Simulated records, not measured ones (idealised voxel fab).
You're looking at the process module voxel released beams.
It is cross-section cut that appears here, measuring 190 nm in width, its square cells being 5 nm in size.
The cross-sections in this document take the form of a grid made of square cells. They are written out as bands, in order from top to bottom. Each band consists of one or more rows of cells. Per band: top height and bottom height in nm, followed by the left-to-right materials and their widths in nm; "edge to edge" marks a single material spanning edge to edge, "air" marks empty space. Measure heights from 0. That's the level where, below it, the as-received wafer is all one material. The lowest band is bottomless and extends downward; write it as in "0 and below". Width spec "30 to 40" -> top row of cells at first value, bottom row at second value, equal per-row change in between. Where the words "no modifications" appear for a step, the cross-section shows no cell changed by that step; every cell remained as before. Listed in "Sealed void list": every empty space of 8 or more cells without an open way to the top. Form: width x height at distance, the distance being from the left edge, all in nm. The remark found on a step's line after its settings is issued by the simulator itself and pertains to that step. When a step includes a mask, the "overlay nm" setting on its line states how far to the right of its planned place that mask lay, and negative values state how far to the left.

[Planned step list for the process]
1) RECEIVE with material Si
2) CONFORMAL_DEP with material SiN, thk nm 5
3) DIRECTIONAL_DEP with material SiO2, thk nm 20
4) PATTERN with tone open, mask id ANCHOR, material resist, width nm 45, thk nm 15, overlay nm 0
5) DIRECTIONAL_ETCH with etch materials SiO2, depth nm 20
6) STRIP with etch materials resist
7) CONFORMAL_DEP with material TiN, thk nm 15
8) PATTERN with tone cover, mask id BEAM, material resist, width nm 130, thk nm 15, overlay nm 0
9) DIRECTIONAL_ETCH with etch materials TiN, depth nm 15
10) STRIP with etch materials resist
11) STRIP with etch materials SiO2

[First wafer of two (run as planned)]

[Cross-sectional view of the wafer in its as-received condition, corresponding to the state after step 1]
> 0 and below  Si edge to edge
> Sealed void list: none

[Cross-section of the wafer subsequent to step 2]
> 5 down to 0  SiN edge to edge
> Anything lower than 0 is untouched.

[Cross-section of the wafer subsequent to step 3]
> 25 down to 5  SiO2 edge to edge
> Anything lower than 5 is untouched.

[Cross-section of the wafer subsequent to step 4]
> 40 down to 25  resist=30  air=45  resist=115
> Anything lower than 25 is untouched.

[Cross-section of the wafer subsequent to step 5]
> 40 down to 25  resist=30  air=45  resist=115
> 25 down to 5  SiO2=30  air=45  SiO2=115
> Anything lower than 5 is untouched.

[Cross-section of the wafer subsequent to step 6]
> 25 down to 5  SiO2=30  air=45  SiO2=115
> Anything lower than 5 is untouched.

[Cross-section of the wafer subsequent to step 7]
> 40 down to 25  TiN=45  air=15  TiN=130
> 25 down to 20  SiO2=30  TiN=15  air=15  TiN=15  SiO2=115
> 20 down to 5  SiO2=30  TiN=45  SiO2=115
> Anything lower than 5 is untouched.

[Cross-section of the wafer subsequent to step 8]
> 55 down to 40  air=25  resist=130  air=35
> 40 down to 25  TiN=45  resist=15  TiN=130
> 25 down to 20  SiO2=30  TiN=15  resist=15  TiN=15  SiO2=115
> Anything lower than 20 is untouched.

[Cross-section of the wafer subsequent to step 9]
> 55 down to 40  air=25  resist=130  air=35
> 40 down to 25  air=25  TiN=20  resist=15  TiN=95  air=35
> Anything lower than 25 is untouched.

[Cross-section of the wafer subsequent to step 10]
> 40 down to 25  air=25  TiN=20  air=15  TiN=95  air=35
> 25 down to 20  SiO2=30  TiN=15  air=15  TiN=15  SiO2=115
> Anything lower than 20 is untouched.

[Cross-section of the wafer subsequent to step 11]
> 40 down to 25  air=25  TiN=20  air=15  TiN=95  air=35
> 25 down to 20  air=30  TiN=15  air=15  TiN=15  air=115
> 20 down to 5  air=30  TiN=45  air=115
> Anything lower than 5 is untouched.

[The second wafer: identical to the first at the outset and in its planned sequence, differing only in that one mistake was made during processing; up to and including step 1, its path is the first wafer's path]

[Here is the second wafer in cross-section at the point where step 2 of the plan should have been done]
> 20 down to 0  SiO2 edge to edge
> Anything lower than 0 is untouched.

[Here is the second wafer in cross-section at the point where step 3 of the plan should have been done]
> 25 down to 20  SiN edge to edge
> Anything lower than 20 is untouched.

[Here is the second wafer in cross-section at the point where step 4 of the plan should have been done]
> 40 down to 25  resist=30  air=45  resist=115
> Anything lower than 25 is untouched.

Here is the second wafer in cross-section at the point where step 5 of the plan should have been done: no modifications

[Here is the second wafer in cross-section at the point where step 6 of the plan should have been done]
> 25 down to 20  SiN edge to edge
> Anything lower than 20 is untouched.

[Here is the second wafer in cross-section at the point where step 7 of the plan should have been done]
> 40 down to 25  TiN edge to edge
> Anything lower than 25 is untouched.

[Here is the second wafer in cross-section at the point where step 8 of the plan should have been done]
> 55 down to 40  air=25  resist=130  air=35
> Anything lower than 40 is untouched.

[Here is the second wafer in cross-section at the point where step 9 of the plan should have been done]
> 55 down to 40  air=25  resist=130  air=35
> 40 down to 25  air=25  TiN=130  air=35
> Anything lower than 25 is untouched.

[Here is the second wafer in cross-section at the point where step 10 of the plan should have been done]
> 40 down to 25  air=25  TiN=130  air=35
> Anything lower than 25 is untouched.

Here is the second wafer in cross-section at the point where step 11 of the plan should have been done: no modifications
Short version of what went wrong: steps 2 and 3 run out of order (swapped)
In the final state, the cell counts of the second wafer exceed or fall short of those of the first for the following materials: SiO2: 152 more; TiN: 24 fewer
